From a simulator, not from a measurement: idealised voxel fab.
Title: Process Module voxel gate over fins
Section shown: cut. Width: 210 nm. Cell size: 5 nm, square.
We lay out every cross-section as a grid of square cells and spell it out in bands from the top down, where one band means one or more rows of cells. First you get the band's top height and its bottom height, in nm, and then the materials it's made of, left to right, with each width in nm. If you see a single material with "throughout", that one covers the band edge to edge. "air" is empty space. Height reference: 0 = level under which incoming wafer is all one material. Lowest band: no bottom, runs on downward, e.g. "z 0 and below". Note: "30..40" means the width goes from the first number (top row of the band) to the second number (bottom row) in equal steps per row of cells. When a step is marked "nothing altered", none of the cells in the cross-section changed during that step. If an empty space has no open way to the top and is at least 8 cells in size, "Enclosed cavity list" lists it, written width x height at distance, where distance is measured from the left edge and every value is in nm. On each step's line, the part that comes after the settings is the simulator's own comment on the step. "overlay nm" answers the question of how far to the right of plan the mask lay on a step that has a mask, and when it is negative the answer is to the left.

-- Steps in the process plan
1) RECEIVE | material Si
2) CONFORMAL_DEP | material SiN | thk nm 10
3) PATTERN | tone cover | mask id FINS | material resist | width nm 15 | pitch nm 45 | thk nm 15 | overlay nm 0
4) DIRECTIONAL_ETCH | etch materials SiN | depth nm 10
5) DIRECTIONAL_ETCH | etch materials Si | depth nm 40
6) STRIP | etch materials resist
7) OXIDIZE | depth nm 5
8) FILL_DEP | material SiO2 | thk nm 5
9) CMP | height nm 10
10) SELECTIVE_ETCH | etch materials SiO2 | depth nm 20
11) STRIP | etch materials SiN
12) CONFORMAL_DEP | material HfO2 | thk nm 5
13) CONFORMAL_DEP | material TiN | thk nm 5
14) FILL_DEP | material W | thk nm 10
15) CMP | height nm 15
16) CONFORMAL_DEP | material SiCN | thk nm 10

-- Received-state cross-section, reflecting completion of step 1
> z 0 and below = Si throughout
> Enclosed cavity list: none

-- Final cross-section, module run with one mistake (start and plan as above)
> z 25 to 10 = SiCN throughout
> z 10 to 5 = 45 of SiCN, 25 of TiN, 20 of SiCN, 25 of TiN, 20 of SiCN, 25 of TiN, 50 of SiCN
> z 5 to 0 = 45 of SiCN, 5 of TiN, 15 of HfO2, 5 of TiN, 20 of SiCN, 5 of TiN, 15 of HfO2, 5 of TiN, 20 of SiCN, 5 of TiN, 15 of HfO2, 5 of TiN, 50 of SiCN
> z 0 to -5 = 50 of TiN, 5 of HfO2, 5 of Si, 5 of HfO2, 30 of TiN, 5 of HfO2, 5 of Si, 5 of HfO2, 30 of TiN, 5 of HfO2, 5 of Si, 5 of HfO2, 55 of TiN
> z -5 to -10 = 55 of HfO2, 5 of Si, 40 of HfO2, 5 of Si, 40 of HfO2, 5 of Si, 60 of HfO2
> z -10 to -45 = 55 of SiO2, 5 of Si, 40 of SiO2, 5 of Si, 40 of SiO2, 5 of Si, 60 of SiO2
> z -45 and below = Si throughout
> Enclosed cavity list: none
What broke from the plan during processing? in deviation from the planned setting, step 14 was conducted as FILL_DEP | material SiCN | thk nm 10
